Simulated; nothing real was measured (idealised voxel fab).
Process module heading - voxel gate over fins
Pictured: cross-section cut, 140 nm wide, on a grid of 5 nm square cells.
Cross-section format: a grid of square cells, given as bands from top to bottom; each band is one or more rows of cells.
Heights first: top, then bottom, in nm. Then materials, left to right, each with a width in nm. "edge to edge" on a single material: fills the band edge to edge. "empty": empty space.
All heights in this document are referenced to 0, defined as the level beneath which the wafer, as received, consists entirely of one material. The lowest band is not bounded below; it extends indefinitely downward and is written in the form "0 nm and below".
The notation "30->40" denotes a width that varies across the rows of cells in the band, beginning at the first number in the top row, finishing at the second number in the bottom row, and changing by an identical amount from each row to the next.
What does "all unchanged" mean for a step? It means no cell of the cross-section changed in that step.
So "Voids, fully enclosed" is basically the list of trapped voids: any empty space of 8 cells or more that can't reach the top through an opening. They're written width x height at distance, the distance being from the left edge, and it's all nm.
It should be noted that, on the line of a given step, the content following the step's settings is a remark produced by the simulator itself with respect to that step.
On any step carrying a mask, the "overlay nm" setting, if present on the step's line, tells how far right of its planned place the mask lay; negative values point to the left.
Heads up before you read on: it's before/after pairs around one process step each, after side only down to the lowest band that changed, step plus settings under the pair. Pairs can be from different runs of this module, same starting wafer, so only chain a pair onto the one above if its "Pre-step cross-section" entry says so.
### Pre-step cross-section
0 nm and below: Si edge to edge
Voids, fully enclosed: none
### Cut View, Post-Step
10 nm to 0 nm: SiN edge to edge
Unchanged below 0.
Voids, fully enclosed: none
Step that separates the before view from the after view above: CONFORMAL_DEP (material SiN; thk nm 10)
Pre-step cross-section: This step starts from the configuration shown after the step in the pair immediately above.
### Cut View, Post-Step
20 nm to 10 nm: aC edge to edge
Unchanged below 10.
Voids, fully enclosed: none
Step that separates the before view from the after view above: DIRECTIONAL_DEP (material aC; thk nm 10)
Pre-step cross-section: This step starts from the configuration shown after the step in the pair immediately above.
### Cut View, Post-Step
45 nm to 20 nm: 35 of empty; 15 of resist; 40 of empty; 15 of resist; 35 of empty
Unchanged below 20.
Voids, fully enclosed: none
Step that separates the before view from the after view above: PATTERN (tone cover; mask id FINS; material resist; width nm 15; pitch nm 55; thk nm 25; overlay nm 0)
Pre-step cross-section: This step starts from the configuration shown after the step in the pair immediately above.
### Cut View, Post-Step
35 nm to 20 nm: 35 of empty; 15 of resist; 40 of empty; 15 of resist; 35 of empty
20 nm to 10 nm: 35 of empty; 15 of aC; 40 of empty; 15 of aC; 35 of empty
Unchanged below 10.
Voids, fully enclosed: none
Step that separates the before view from the after view above: DIRECTIONAL_ETCH (etch materials aC; depth nm 10)
Pre-step cross-section: This step starts from the configuration shown after the step in the pair immediately above.
### Cut View, Post-Step
20 nm to 10 nm: 35 of empty; 15 of aC; 40 of empty; 15 of aC; 35 of empty
Unchanged below 10.
Voids, fully enclosed: none
Step that separates the before view from the after view above: STRIP (etch materials resist)
Pre-step cross-section: This step starts from the configuration shown after the step in the pair immediately above.
### Cut View, Post-Step
20 nm to 10 nm: 35 of empty; 15 of aC; 40 of empty; 15 of aC; 35 of empty
10 nm to 0 nm: 35 of empty; 15 of SiN; 40 of empty; 15 of SiN; 35 of empty
Unchanged below 0.
Voids, fully enclosed: none
Step that separates the before view from the after view above: DIRECTIONAL_ETCH (etch materials SiN; depth nm 10)
Pre-step cross-section: This step starts from the configuration shown after the step in the pair immediately above.
### Cut View, Post-Step
20 nm to 10 nm: 35 of empty; 15 of aC; 40 of empty; 15 of aC; 35 of empty
10 nm to 0 nm: 35 of empty; 15 of SiN; 40 of empty; 15 of SiN; 35 of empty
0 nm to -35 nm: 35 of empty; 15 of Si; 40 of empty; 15 of Si; 35 of empty
Unchanged below -35.
Voids, fully enclosed: none
Step that separates the before view from the after view above: DIRECTIONAL_ETCH (etch materials Si; depth nm 35)
Pre-step cross-section: This step starts from the configuration shown after the step in the pair immediately above.
### Cut View, Post-Step
10 nm to 0 nm: 35 of empty; 15 of SiN; 40 of empty; 15 of SiN; 35 of empty
Unchanged below 0.
Voids, fully enclosed: none
Step that separates the before view from the after view above: STRIP (etch materials aC)
Pre-step cross-section: This step starts from the configuration shown after the step in the pair immediately above.
### Cut View, Post-Step
10 nm to 0 nm: 35 of empty; 15 of SiN; 40 of empty; 15 of SiN; 35 of empty
0 nm to -35 nm: 35 of empty; 5 of SiO2; 5 of Si; 5 of SiO2; 40 of empty; 5 of SiO2; 5 of Si; 5 of SiO2; 35 of empty
-35 nm to -40 nm: 40 of SiO2; 5 of Si; 50 of SiO2; 5 of Si; 40 of SiO2
Unchanged below -40.
Voids, fully enclosed: none
Step that separates the before view from the after view above: OXIDIZE (depth nm 5)
Pre-step cross-section: This step starts from the configuration shown after the step in the pair immediately above.
### Cut View, Post-Step
20 nm to 10 nm: SiO2 edge to edge
10 nm to 0 nm: 35 of SiO2; 15 of SiN; 40 of SiO2; 15 of SiN; 35 of SiO2
0 nm to -40 nm: 40 of SiO2; 5 of Si; 50 of SiO2; 5 of Si; 40 of SiO2
Unchanged below -40.
Voids, fully enclosed: none
Step that separates the before view from the after view above: FILL_DEP (material SiO2; thk nm 10)
Pre-step cross-section: This step starts from the configuration shown after the step in the pair immediately above.
### Cut View, Post-Step
10 nm to 0 nm: 35 of SiO2; 15 of SiN; 40 of SiO2; 15 of SiN; 35 of SiO2
Unchanged below 0.
Voids, fully enclosed: none
Step that separates the before view from the after view above: CMP (height nm 10)
Pre-step cross-section: This step starts from the configuration shown after the step in the pair immediately above.
### Cut View, Post-Step
25 nm to 10 nm: aC edge to edge
Unchanged below 10.
Voids, fully enclosed: none
Step that separates the before view from the after view above: DIRECTIONAL_DEP (material aC; thk nm 15)
Pre-step cross-section: This step starts from the configuration shown after the step in the pair immediately above.
### Cut View, Post-Step
55 nm to 25 nm: 60 of resist; 15 of empty; 65 of resist
Unchanged below 25.
Voids, fully enclosed: none
Step that separates the before view from the after view above: PATTERN (tone open; mask id RAIL; material resist; width nm 15; thk nm 30; overlay nm 0)
Pre-step cross-section: This step starts from the configuration shown after the step in the pair immediately above.
### Cut View, Post-Step
40 nm to 25 nm: 60 of resist; 15 of empty; 65 of resist
25 nm to 10 nm: 60 of aC; 15 of empty; 65 of aC
Unchanged below 10.
Voids, fully enclosed: none
Step that separates the before view from the after view above: DIRECTIONAL_ETCH (etch materials aC; depth nm 15)
Pre-step cross-section: This step starts from the configuration shown after the step in the pair immediately above.
### Cut View, Post-Step
25 nm to 10 nm: 60 of aC; 15 of empty; 65 of aC
Unchanged below 10.
Voids, fully enclosed: none
Step that separates the before view from the after view above: STRIP (etch materials resist)
Pre-step cross-section: This step starts from the configuration shown after the step in the pair immediately above.
### Cut View, Post-Step
25 nm to 10 nm: 60 of aC; 15 of empty; 65 of aC
10 nm to 0 nm: 35 of SiO2; 15 of SiN; 10 of SiO2; 15 of empty; 15 of SiO2; 15 of SiN; 35 of SiO2
0 nm to -30 nm: 40 of SiO2; 5 of Si; 15 of SiO2; 15 of empty; 20 of SiO2; 5 of Si; 40 of SiO2
Unchanged below -30.
Voids, fully enclosed: none
Step that separates the before view from the after view above: DIRECTIONAL_ETCH (etch materials SiO2; depth nm 40)
Pre-step cross-section: This step starts from the configuration shown after the step in the pair immediately above.
### Cut View, Post-Step
10 nm to 0 nm: 35 of SiO2; 15 of SiN; 10 of SiO2; 15 of empty; 15 of SiO2; 15 of SiN; 35 of SiO2
Unchanged below 0.
Voids, fully enclosed: none
Step that separates the before view from the after view above: STRIP (etch materials aC)
Pre-step cross-section: This step starts from the configuration shown after the step in the pair immediately above.
### Cut View, Post-Step
15 nm to 10 nm: 65 of TiN; 5 of empty; 70 of TiN
10 nm to 0 nm: 35 of SiO2; 15 of SiN; 10 of SiO2; 5 of TiN; 5 of empty; 5 of TiN; 15 of SiO2; 15 of SiN; 35 of SiO2
0 nm to -25 nm: 40 of SiO2; 5 of Si; 15 of SiO2; 5 of TiN; 5 of empty; 5 of TiN; 20 of SiO2; 5 of Si; 40 of SiO2
-25 nm to -30 nm: 40 of SiO2; 5 of Si; 15 of SiO2; 15 of TiN; 20 of SiO2; 5 of Si; 40 of SiO2
Unchanged below -30.
Voids, fully enclosed: none
Step that separates the before view from the after view above: CONFORMAL_DEP (material TiN; thk nm 5)
Pre-step cross-section: This step starts from the configuration shown after the step in the pair immediately above.
### Cut View, Post-Step
25 nm to 15 nm: Ru edge to edge
15 nm to 10 nm: 65 of TiN; 5 of Ru; 70 of TiN
10 nm to 0 nm: 35 of SiO2; 15 of SiN; 10 of SiO2; 5 of TiN; 5 of Ru; 5 of TiN; 15 of SiO2; 15 of SiN; 35 of SiO2
0 nm to -25 nm: 40 of SiO2; 5 of Si; 15 of SiO2; 5 of TiN; 5 of Ru; 5 of TiN; 20 of SiO2; 5 of Si; 40 of SiO2
Unchanged below -25.
Voids, fully enclosed: none
Step that separates the before view from the after view above: FILL_DEP (material Ru; thk nm 10)
Pre-step cross-section: This step starts from the configuration shown after the step in the pair immediately above.
### Cut View, Post-Step
10 nm to 0 nm: 35 of SiO2; 15 of SiN; 10 of SiO2; 5 of TiN; 5 of Ru; 5 of TiN; 15 of SiO2; 15 of SiN; 35 of SiO2
Unchanged below 0.
Voids, fully enclosed: none
Step that separates the before view from the after view above: CMP (height nm 10)
Pre-step cross-section: This step starts from the configuration shown after the step in the pair immediately above.
### Cut View, Post-Step
10 nm to 0 nm: 35 of SiO2; 15 of SiN; 10 of SiO2; 15 of empty; 15 of SiO2; 15 of SiN; 35 of SiO2
0 nm to -15 nm: 40 of SiO2; 5 of Si; 15 of SiO2; 15 of empty; 20 of SiO2; 5 of Si; 40 of SiO2
Unchanged below -15.
Voids, fully enclosed: none
Step that separates the before view from the after view above: SELECTIVE_ETCH (etch materials W Ru TiN; depth nm 25)
Pre-step cross-section: This step starts from the configuration shown after the step in the pair immediately above.
### Cut View, Post-Step
15 nm to 10 nm: SiO2 edge to edge
10 nm to 0 nm: 35 of SiO2; 15 of SiN; 40 of SiO2; 15 of SiN; 35 of SiO2
0 nm to -15 nm: 40 of SiO2; 5 of Si; 50 of SiO2; 5 of Si; 40 of SiO2
Unchanged below -15.
Voids, fully enclosed: none
Step that separates the before view from the after view above: FILL_DEP (material SiO2; thk nm 5)
Pre-step cross-section: This step starts from the configuration shown after the step in the pair immediately above.
### Cut View, Post-Step
10 nm to 0 nm: 35 of SiO2; 15 of SiN; 40 of SiO2; 15 of SiN; 35 of SiO2
Unchanged below 0.
Voids, fully enclosed: none
Step that separates the before view from the after view above: CMP (height nm 10)
Pre-step cross-section: This step starts from the configuration shown after the step in the pair immediately above.
### Cut View, Post-Step
10 nm to 0 nm: 35 of empty; 15 of SiN; 40 of empty; 15 of SiN; 35 of empty
0 nm to -10 nm: 40 of empty; 5 of Si; 50 of empty; 5 of Si; 40 of empty
Unchanged below -10.
Voids, fully enclosed: none
Step that separates the before view from the after view above: SELECTIVE_ETCH (etch materials SiO2; depth nm 20)
Pre-step cross-section: This step starts from the configuration shown after the step in the pair immediately above.
### Cut View, Post-Step
0 nm to -10 nm: 40 of empty; 5 of Si; 50 of empty; 5 of Si; 40 of empty
Unchanged below -10.
Voids, fully enclosed: none
Step that separates the before view from the after view above: STRIP (etch materials SiN)
Pre-step cross-section: This step starts from the configuration shown after the step in the pair immediately above.
### Cut View, Post-Step
5 nm to 0 nm: 35 of empty; 15 of HfO2; 40 of empty; 15 of HfO2; 35 of empty
0 nm to -5 nm: 35 of empty; 5 of HfO2; 5 of Si; 5 of HfO2; 40 of empty; 5 of HfO2; 5 of Si; 5 of HfO2; 35 of empty
-5 nm to -10 nm: 40 of HfO2; 5 of Si; 50 of HfO2; 5 of Si; 40 of HfO2
Unchanged below -10.
Voids, fully enclosed: none
Step that separates the before view from the after view above: CONFORMAL_DEP (material HfO2; thk nm 5)
Pre-step cross-section: This step starts from the configuration shown after the step in the pair immediately above.
### Cut View, Post-Step
10 nm to 5 nm: 30 of empty; 25 of TiN; 30 of empty; 25 of TiN; 30 of empty
5 nm to 0 nm: 30 of empty; 5 of TiN; 15 of HfO2; 5 of TiN; 30 of empty; 5 of TiN; 15 of HfO2; 5 of TiN; 30 of empty
0 nm to -5 nm: 35 of TiN; 5 of HfO2; 5 of Si; 5 of HfO2; 40 of TiN; 5 of HfO2; 5 of Si; 5 of HfO2; 35 of TiN
Unchanged below -5.
Voids, fully enclosed: none
Step that separates the before view from the after view above: CONFORMAL_DEP (material TiN; thk nm 5)
Pre-step cross-section: This step starts from the configuration shown after the step in the pair immediately above.
### Cut View, Post-Step
15 nm to 10 nm: 25 of empty; 35 of TiAl; 20 of empty; 35 of TiAl; 25 of empty
10 nm to 5 nm: 25 of empty; 5 of TiAl; 25 of TiN; 5 of TiAl; 20 of empty; 5 of TiAl; 25 of TiN; 5 of TiAl; 25 of empty
5 nm to 0 nm: 30 of TiAl; 5 of TiN; 15 of HfO2; 5 of TiN; 30 of TiAl; 5 of TiN; 15 of HfO2; 5 of TiN; 30 of TiAl
Unchanged below 0.
Voids, fully enclosed: none
Step that separates the before view from the after view above: CONFORMAL_DEP (material TiAl; thk nm 5)
Pre-step cross-section: This step starts from the configuration shown after the step in the pair immediately above.
### Cut View, Post-Step
20 nm to 15 nm: 20 of empty; 45 of TiN; 10 of empty; 45 of TiN; 20 of empty
15 nm to 10 nm: 20 of empty; 5 of TiN; 35 of TiAl; 5 of TiN; 10 of empty; 5 of TiN; 35 of TiAl; 5 of TiN; 20 of empty
10 nm to 5 nm: 25 of TiN; 5 of TiAl; 25 of TiN; 5 of TiAl; 20 of TiN; 5 of TiAl; 25 of TiN; 5 of TiAl; 25 of TiN
Unchanged below 5.
Voids, fully enclosed: none
Step that separates the before view from the after view above: CONFORMAL_DEP (material TiN; thk nm 5)
Pre-step cross-section: This step starts from the configuration shown after the step in the pair immediately above.
### Cut View, Post-Step
35 nm to 20 nm: W edge to edge
20 nm to 15 nm: 20 of W; 45 of TiN; 10 of W; 45 of TiN; 20 of W
15 nm to 10 nm: 20 of W; 5 of TiN; 35 of TiAl; 5 of TiN; 10 of W; 5 of TiN; 35 of TiAl; 5 of TiN; 20 of W
Unchanged below 10.
Voids, fully enclosed: none
Step that separates the before view from the after view above: FILL_DEP (material W; thk nm 15)
Pre-step cross-section: This step starts from the configuration shown after the step in the pair immediately above.
### Cut View, Post-Step
30 nm to 20 nm: W edge to edge
Unchanged below 20.
Voids, fully enclosed: none
Step that separates the before view from the after view above: CMP (height nm 30)
Pre-step cross-section: This step starts from the configuration shown after the step in the pair immediately above.
### Cut View, Post-Step
40 nm to 30 nm: SiCN edge to edge
Unchanged below 30.
Voids, fully enclosed: none
Step that separates the before view from the after view above: CONFORMAL_DEP (material SiCN; thk nm 10)
### Pre-step cross-section
25 nm to 15 nm: Ru edge to edge
15 nm to 10 nm: 65 of TiN; 5 of Ru; 70 of TiN
10 nm to 0 nm: 35 of SiO2; 15 of SiN; 10 of SiO2; 5 of TiN; 5 of Ru; 5 of TiN; 15 of SiO2; 15 of SiN; 35 of SiO2
0 nm to -25 nm: 40 of SiO2; 5 of Si; 15 of SiO2; 5 of TiN; 5 of Ru; 5 of TiN; 20 of SiO2; 5 of Si; 40 of SiO2
-25 nm to -30 nm: 40 of SiO2; 5 of Si; 15 of SiO2; 15 of TiN; 20 of SiO2; 5 of Si; 40 of SiO2
-30 nm to -40 nm: 40 of SiO2; 5 of Si; 50 of SiO2; 5 of Si; 40 of SiO2
-40 nm and below: Si edge to edge
Voids, fully enclosed: none
### Cut View, Post-Step
10 nm to 0 nm: 35 of SiO2; 15 of SiN; 10 of SiO2; 15 of empty; 15 of SiO2; 15 of SiN; 35 of SiO2
Unchanged below 0.
Voids, fully enclosed: none
Step that separates the before view from the after view above: SELECTIVE_ETCH (etch materials W Ru TiN; depth nm 25)
Pre-step cross-section: This step starts from the configuration shown after the step in the pair immediately above.
### Cut View, Post-Step
15 nm to 10 nm: SiO2 edge to edge
10 nm to 0 nm: 35 of SiO2; 15 of SiN; 40 of SiO2; 15 of SiN; 35 of SiO2
Unchanged below 0.
Voids, fully enclosed: none
Step that separates the before view from the after view above: FILL_DEP (material SiO2; thk nm 5)
Pre-step cross-section: This step starts from the configuration shown after the step in the pair immediately above.
### Cut View, Post-Step
10 nm to 0 nm: 35 of SiO2; 15 of SiN; 40 of SiO2; 15 of SiN; 35 of SiO2
Unchanged below 0.
Voids, fully enclosed: none
Step that separates the before view from the after view above: CMP (height nm 10)
Pre-step cross-section: This step starts from the configuration shown after the step in the pair immediately above.
### Cut View, Post-Step
10 nm to 0 nm: 35 of empty; 15 of SiN; 40 of empty; 15 of SiN; 35 of empty
0 nm to -10 nm: 40 of empty; 5 of Si; 15 of empty; 5 of TiN; 5 of Ru; 5 of TiN; 20 of empty; 5 of Si; 40 of empty
Unchanged below -10.
Voids, fully enclosed: none
Step that separates the before view from the after view above: SELECTIVE_ETCH (etch materials SiO2; depth nm 20)
Pre-step cross-section: This step starts from the configuration shown after the step in the pair immediately above.
### Cut View, Post-Step
0 nm to -10 nm: 40 of empty; 5 of Si; 15 of empty; 5 of TiN; 5 of Ru; 5 of TiN; 20 of empty; 5 of Si; 40 of empty
Unchanged below -10.
Voids, fully enclosed: none
Step that separates the before view from the after view above: STRIP (etch materials SiN)
Pre-step cross-section: This step starts from the configuration shown after the step in the pair immediately above.
### Cut View, Post-Step
5 nm to 0 nm: 35 of empty; 15 of HfO2; 5 of empty; 25 of HfO2; 10 of empty; 15 of HfO2; 35 of empty
0 nm to -5 nm: 35 of empty; 5 of HfO2; 5 of Si; 5 of HfO2; 5 of empty; 5 of HfO2; 5 of TiN; 5 of Ru; 5 of TiN; 5 of HfO2; 10 of empty; 5 of HfO2; 5 of Si; 5 of HfO2; 35 of empty
-5 nm to -10 nm: 40 of HfO2; 5 of Si; 15 of HfO2; 5 of TiN; 5 of Ru; 5 of TiN; 20 of HfO2; 5 of Si; 40 of HfO2
Unchanged below -10.
Voids, fully enclosed: none
Step that separates the before view from the after view above: CONFORMAL_DEP (material HfO2; thk nm 5)
Pre-step cross-section: This step starts from the configuration shown after the step in the pair immediately above.
### Cut View, Post-Step
10 nm to 5 nm: 30 of empty; 80 of TiN; 30 of empty
5 nm to 0 nm: 30 of empty; 5 of TiN; 15 of HfO2; 5 of TiN; 25 of HfO2; 10 of TiN; 15 of HfO2; 5 of TiN; 30 of empty
0 nm to -5 nm: 35 of TiN; 5 of HfO2; 5 of Si; 5 of HfO2; 5 of TiN; 5 of HfO2; 5 of TiN; 5 of Ru; 5 of TiN; 5 of HfO2; 10 of TiN; 5 of HfO2; 5 of Si; 5 of HfO2; 35 of TiN
Unchanged below -5.
Voids, fully enclosed: none
Step that separates the before view from the after view above: CONFORMAL_DEP (material TiN; thk nm 5)
Pre-step cross-section: This step starts from the configuration shown after the step in the pair immediately above.
### Cut View, Post-Step
15 nm to 10 nm: 25 of empty; 90 of TiAl; 25 of empty
10 nm to 5 nm: 25 of empty; 5 of TiAl; 80 of TiN; 5 of TiAl; 25 of empty
5 nm to 0 nm: 30 of TiAl; 5 of TiN; 15 of HfO2; 5 of TiN; 25 of HfO2; 10 of TiN; 15 of HfO2; 5 of TiN; 30 of TiAl
Unchanged below 0.
Voids, fully enclosed: none
Step that separates the before view from the after view above: CONFORMAL_DEP (material TiAl; thk nm 5)
Pre-step cross-section: This step starts from the configuration shown after the step in the pair immediately above.
### Cut View, Post-Step
20 nm to 15 nm: 20 of empty; 100 of TiN; 20 of empty
15 nm to 10 nm: 20 of empty; 5 of TiN; 90 of TiAl; 5 of TiN; 20 of empty
10 nm to 5 nm: 25 of TiN; 5 of TiAl; 80 of TiN; 5 of TiAl; 25 of TiN
Unchanged below 5.
Voids, fully enclosed: none
Step that separates the before view from the after view above: CONFORMAL_DEP (material TiN; thk nm 5)
Pre-step cross-section: This step starts from the configuration shown after the step in the pair immediately above.
### Cut View, Post-Step
35 nm to 20 nm: W edge to edge
20 nm to 15 nm: 20 of W; 100 of TiN; 20 of W
15 nm to 10 nm: 20 of W; 5 of TiN; 90 of TiAl; 5 of TiN; 20 of W
Unchanged below 10.
Voids, fully enclosed: none
Step that separates the before view from the after view above: FILL_DEP (material W; thk nm 15)
Pre-step cross-section: This step starts from the configuration shown after the step in the pair immediately above.
### Cut View, Post-Step
30 nm to 20 nm: W edge to edge
Unchanged below 20.
Voids, fully enclosed: none
Step that separates the before view from the after view above: CMP (height nm 30)
Pre-step cross-section: This step starts from the configuration shown after the step in the pair immediately above.
### Cut View, Post-Step
40 nm to 30 nm: SiCN edge to edge
Unchanged below 30.
Voids, fully enclosed: none
Step that separates the before view from the after view above: CONFORMAL_DEP (material SiCN; thk nm 10)
### Pre-step cross-section
20 nm to 10 nm: 35 of empty; 15 of aC; 40 of empty; 15 of aC; 35 of empty
10 nm to 0 nm: 35 of empty; 15 of SiN; 40 of empty; 15 of SiN; 35 of empty
0 nm to -35 nm: 35 of empty; 15 of Si; 40 of empty; 15 of Si; 35 of empty
-35 nm and below: Si edge to edge
Voids, fully enclosed: none
### Cut View, Post-Step
20 nm to 10 nm: 35 of empty; 15 of aC; 40 of empty; 15 of aC; 35 of empty
10 nm to 0 nm: 35 of empty; 15 of SiN; 40 of empty; 15 of SiN; 35 of empty
0 nm to -70 nm: 35 of empty; 15 of Si; 40 of empty; 15 of Si; 35 of empty
Unchanged below -70.
Voids, fully enclosed: none
Step that separates the before view from the after view above: DIRECTIONAL_ETCH (etch materials Si; depth nm 35)
Pre-step cross-section: This step starts from the configuration shown after the step in the pair immediately above.
### Cut View, Post-Step
10 nm to 0 nm: 35 of empty; 15 of SiN; 40 of empty; 15 of SiN; 35 of empty
Unchanged below 0.
Voids, fully enclosed: none
Step that separates the before view from the after view above: STRIP (etch materials aC)
Pre-step cross-section: This step starts from the configuration shown after the step in the pair immediately above.
### Cut View, Post-Step
10 nm to 0 nm: 35 of empty; 15 of SiN; 40 of empty; 15 of SiN; 35 of empty
0 nm to -70 nm: 35 of empty; 5 of SiO2; 5 of Si; 5 of SiO2; 40 of empty; 5 of SiO2; 5 of Si; 5 of SiO2; 35 of empty
-70 nm to -75 nm: 40 of SiO2; 5 of Si; 50 of SiO2; 5 of Si; 40 of SiO2
Unchanged below -75.
Voids, fully enclosed: none
Step that separates the before view from the after view above: OXIDIZE (depth nm 5)
Pre-step cross-section: This step starts from the configuration shown after the step in the pair immediately above.
### Cut View, Post-Step
20 nm to 10 nm: SiO2 edge to edge
10 nm to 0 nm: 35 of SiO2; 15 of SiN; 40 of SiO2; 15 of SiN; 35 of SiO2
0 nm to -75 nm: 40 of SiO2; 5 of Si; 50 of SiO2; 5 of Si; 40 of SiO2
Unchanged below -75.
Voids, fully enclosed: none
Step that separates the before view from the after view above: FILL_DEP (material SiO2; thk nm 10)
Pre-step cross-section: This step starts from the configuration shown after the step in the pair immediately above.
### Cut View, Post-Step
10 nm to 0 nm: 35 of SiO2; 15 of SiN; 40 of SiO2; 15 of SiN; 35 of SiO2
Unchanged below 0.
Voids, fully enclosed: none
Step that separates the before view from the after view above: CMP (height nm 10)
Pre-step cross-section: This step starts from the configuration shown after the step in the pair immediately above.
### Cut View, Post-Step
25 nm to 10 nm: aC edge to edge
Unchanged below 10.
Voids, fully enclosed: none
Step that separates the before view from the after view above: DIRECTIONAL_DEP (material aC; thk nm 15)
Pre-step cross-section: This step starts from the configuration shown after the step in the pair immediately above.
### Cut View, Post-Step
55 nm to 25 nm: 60 of resist; 15 of empty; 65 of resist
Unchanged below 25.
Voids, fully enclosed: none
Step that separates the before view from the after view above: PATTERN (tone open; mask id RAIL; material resist; width nm 15; thk nm 30; overlay nm 0)
Pre-step cross-section: This step starts from the configuration shown after the step in the pair immediately above.
### Cut View, Post-Step
40 nm to 25 nm: 60 of resist; 15 of empty; 65 of resist
25 nm to 10 nm: 60 of aC; 15 of empty; 65 of aC
Unchanged below 10.
Voids, fully enclosed: none
Step that separates the before view from the after view above: DIRECTIONAL_ETCH (etch materials aC; depth nm 15)
Pre-step cross-section: This step starts from the configuration shown after the step in the pair immediately above.
### Cut View, Post-Step
25 nm to 10 nm: 60 of aC; 15 of empty; 65 of aC
Unchanged below 10.
Voids, fully enclosed: none
Step that separates the before view from the after view above: STRIP (etch materials resist)
Pre-step cross-section: This step starts from the configuration shown after the step in the pair immediately above.
### Cut View, Post-Step
25 nm to 10 nm: 60 of aC; 15 of empty; 65 of aC
10 nm to 0 nm: 35 of SiO2; 15 of SiN; 10 of SiO2; 15 of empty; 15 of SiO2; 15 of SiN; 35 of SiO2
0 nm to -30 nm: 40 of SiO2; 5 of Si; 15 of SiO2; 15 of empty; 20 of SiO2; 5 of Si; 40 of SiO2
Unchanged below -30.
Voids, fully enclosed: none
Step that separates the before view from the after view above: DIRECTIONAL_ETCH (etch materials SiO2; depth nm 40)
Pre-step cross-section: This step starts from the configuration shown after the step in the pair immediately above.
### Cut View, Post-Step
10 nm to 0 nm: 35 of SiO2; 15 of SiN; 10 of SiO2; 15 of empty; 15 of SiO2; 15 of SiN; 35 of SiO2
Unchanged below 0.
Voids, fully enclosed: none
Step that separates the before view from the after view above: STRIP (etch materials aC)
Pre-step cross-section: This step starts from the configuration shown after the step in the pair immediately above.
### Cut View, Post-Step
15 nm to 10 nm: 65 of TiN; 5 of empty; 70 of TiN
10 nm to 0 nm: 35 of SiO2; 15 of SiN; 10 of SiO2; 5 of TiN; 5 of empty; 5 of TiN; 15 of SiO2; 15 of SiN; 35 of SiO2
0 nm to -25 nm: 40 of SiO2; 5 of Si; 15 of SiO2; 5 of TiN; 5 of empty; 5 of TiN; 20 of SiO2; 5 of Si; 40 of SiO2
-25 nm to -30 nm: 40 of SiO2; 5 of Si; 15 of SiO2; 15 of TiN; 20 of SiO2; 5 of Si; 40 of SiO2
Unchanged below -30.
Voids, fully enclosed: none
Step that separates the before view from the after view above: CONFORMAL_DEP (material TiN; thk nm 5)
Pre-step cross-section: This step starts from the configuration shown after the step in the pair immediately above.
### Cut View, Post-Step
25 nm to 15 nm: Ru edge to edge
15 nm to 10 nm: 65 of TiN; 5 of Ru; 70 of TiN
10 nm to 0 nm: 35 of SiO2; 15 of SiN; 10 of SiO2; 5 of TiN; 5 of Ru; 5 of TiN; 15 of SiO2; 15 of SiN; 35 of SiO2
0 nm to -25 nm: 40 of SiO2; 5 of Si; 15 of SiO2; 5 of TiN; 5 of Ru; 5 of TiN; 20 of SiO2; 5 of Si; 40 of SiO2
Unchanged below -25.
Voids, fully enclosed: none
Step that separates the before view from the after view above: FILL_DEP (material Ru; thk nm 10)
Pre-step cross-section: This step starts from the configuration shown after the step in the pair immediately above.
### Cut View, Post-Step
10 nm to 0 nm: 35 of SiO2; 15 of SiN; 10 of SiO2; 5 of TiN; 5 of Ru; 5 of TiN; 15 of SiO2; 15 of SiN; 35 of SiO2
Unchanged below 0.
Voids, fully enclosed: none
Step that separates the before view from the after view above: CMP (height nm 10)
Pre-step cross-section: This step starts from the configuration shown after the step in the pair immediately above.
### Cut View, Post-Step
10 nm to 0 nm: 35 of SiO2; 15 of SiN; 10 of SiO2; 15 of empty; 15 of SiO2; 15 of SiN; 35 of SiO2
0 nm to -15 nm: 40 of SiO2; 5 of Si; 15 of SiO2; 15 of empty; 20 of SiO2; 5 of Si; 40 of SiO2
Unchanged below -15.
Voids, fully enclosed: none
Step that separates the before view from the after view above: SELECTIVE_ETCH (etch materials W Ru TiN; depth nm 25)
Pre-step cross-section: This step starts from the configuration shown after the step in the pair immediately above.
### Cut View, Post-Step
15 nm to 10 nm: SiO2 edge to edge
10 nm to 0 nm: 35 of SiO2; 15 of SiN; 40 of SiO2; 15 of SiN; 35 of SiO2
0 nm to -15 nm: 40 of SiO2; 5 of Si; 50 of SiO2; 5 of Si; 40 of SiO2
Unchanged below -15.
Voids, fully enclosed: none
Step that separates the before view from the after view above: FILL_DEP (material SiO2; thk nm 5)
Pre-step cross-section: This step starts from the configuration shown after the step in the pair immediately above.
### Cut View, Post-Step
10 nm to 0 nm: 35 of SiO2; 15 of SiN; 40 of SiO2; 15 of SiN; 35 of SiO2
Unchanged below 0.
Voids, fully enclosed: none
Step that separates the before view from the after view above: CMP (height nm 10)
Pre-step cross-section: This step starts from the configuration shown after the step in the pair immediately above.
### Cut View, Post-Step
10 nm to 0 nm: 35 of empty; 15 of SiN; 40 of empty; 15 of SiN; 35 of empty
0 nm to -10 nm: 40 of empty; 5 of Si; 50 of empty; 5 of Si; 40 of empty
Unchanged below -10.
Voids, fully enclosed: none
Step that separates the before view from the after view above: SELECTIVE_ETCH (etch materials SiO2; depth nm 20)
Pre-step cross-section: This step starts from the configuration shown after the step in the pair immediately above.
### Cut View, Post-Step
0 nm to -10 nm: 40 of empty; 5 of Si; 50 of empty; 5 of Si; 40 of empty
Unchanged below -10.
Voids, fully enclosed: none
Step that separates the before view from the after view above: STRIP (etch materials SiN)
Pre-step cross-section: This step starts from the configuration shown after the step in the pair immediately above.
### Cut View, Post-Step
5 nm to 0 nm: 35 of empty; 15 of HfO2; 40 of empty; 15 of HfO2; 35 of empty
0 nm to -5 nm: 35 of empty; 5 of HfO2; 5 of Si; 5 of HfO2; 40 of empty; 5 of HfO2; 5 of Si; 5 of HfO2; 35 of empty
-5 nm to -10 nm: 40 of HfO2; 5 of Si; 50 of HfO2; 5 of Si; 40 of HfO2
Unchanged below -10.
Voids, fully enclosed: none
Step that separates the before view from the after view above: CONFORMAL_DEP (material HfO2; thk nm 5)
Pre-step cross-section: This step starts from the configuration shown after the step in the pair immediately above.
### Cut View, Post-Step
10 nm to 5 nm: 30 of empty; 25 of TiN; 30 of empty; 25 of TiN; 30 of empty
5 nm to 0 nm: 30 of empty; 5 of TiN; 15 of HfO2; 5 of TiN; 30 of empty; 5 of TiN; 15 of HfO2; 5 of TiN; 30 of empty
0 nm to -5 nm: 35 of TiN; 5 of HfO2; 5 of Si; 5 of HfO2; 40 of TiN; 5 of HfO2; 5 of Si; 5 of HfO2; 35 of TiN
Unchanged below -5.
Voids, fully enclosed: none
Step that separates the before view from the after view above: CONFORMAL_DEP (material TiN; thk nm 5)
